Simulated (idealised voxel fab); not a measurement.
Documented hereafter: the process module known as voxel double patterning.
Pictured: cross-section cut, 250 nm wide, on a grid of 5 nm square cells.
We lay out every cross-section as a grid of square cells and spell it out in bands from the top down, where one band means one or more rows of cells.
Heights first: top, then bottom, in nm. Then materials, left to right, each with a width in nm. "full width" on a single material: fills the band edge to edge. "empty": empty space.
A quick word on heights: they are counted from 0, and under that level the wafer as it came to us is one material throughout. The lowest band is different from the rest in having no bottom; it simply continues downward, written as in "z 0 and below".
The notation "30->40" denotes a width that varies across the rows of cells in the band, beginning at the first number in the top row, finishing at the second number in the bottom row, and changing by an identical amount from each row to the next.
Any step labelled "nothing got changed" changed none of the cells in the cross-section.
Under "Tabulated closed voids" you'll find the enclosed gaps, the ones with no way out to the top, that are 8 cells or bigger; each reads width x height at distance, with distance counted from the left edge, everything in nm.
Post-settings text on a step line: simulator's own remark regarding the step.
Among the settings permitted on a step's line is "overlay nm"; applied to a step with a mask, it specifies the extent to which the mask lay to the right of its planned position, whereas a negative figure signifies a position to the left.
STEPS PLANNED FOR THE PROCESS
step 1: RECEIVE with material Si
step 2: CONFORMAL_DEP with material SiN, thk nm 10
step 3: DIRECTIONAL_DEP with material SiO2, thk nm 20
step 4: DIRECTIONAL_DEP with material SiCN, thk nm 10
step 5: MASKED_ETCH with tone open, mask id FIRST, width nm 15, pitch nm 50, etch materials SiCN, depth nm 10, overlay nm 0
step 6: DIRECTIONAL_DEP with material aC, thk nm 10
step 7: PATTERN with tone open, mask id SECOND, material resist, width nm 15, pitch nm 50, thk nm 30, overlay nm 0
step 8: DIRECTIONAL_ETCH with etch materials aC, depth nm 10
step 9: STRIP with etch materials resist
step 10: DIRECTIONAL_ETCH with etch materials SiCN, depth nm 10
step 11: STRIP with etch materials aC
step 12: DIRECTIONAL_ETCH with etch materials SiO2, depth nm 20
step 13: STRIP with etch materials SiCN
CROSS-SECTIONAL VIEW OF THE WAFER IN ITS AS-RECEIVED CONDITION, CORRESPONDING TO THE STATE AFTER STEP 1
> z 0 and below: Si full width
> Tabulated closed voids: none
SECTIONED VIEW, FIRST OF TWO WAFERS, AT THE CLOSE OF THE MODULE, PROCESSED AS INTENDED IN THE PLAN
> z 30 to 10: 65 SiO2, then 15 empty, then 10 SiO2, then 15 empty, then 10 SiO2, then 15 empty, then 10 SiO2, then 15 empty, then 10 SiO2, then 15 empty, then 70 SiO2
> z 10 to 0: SiN full width
> z 0 and below: Si full width
> Tabulated closed voids: none
CROSS-SECTION OF THE LATTER OF THE TWO WAFERS AT MODULE COMPLETION. IT HAD AN IDENTICAL START AND AN IDENTICAL PLAN TO THE FORMER; IN RUNNING IT, ONE MISTAKE WAS MADE
> z 25 to 10: 65 SiO2, then 15 empty, then 10 SiO2, then 15 empty, then 10 SiO2, then 15 empty, then 10 SiO2, then 15 empty, then 10 SiO2, then 15 empty, then 70 SiO2
> z 10 to 0: SiN full width
> z 0 and below: Si full width
> Tabulated closed voids: none
Nonconformance to the process plan: step 3, actual vs plan mismatch, actual run DIRECTIONAL_DEP with material SiO2, thk nm 15
Per the end-of-run cell counts, the second wafer holds more or fewer of some materials than the first: -35 SiO2
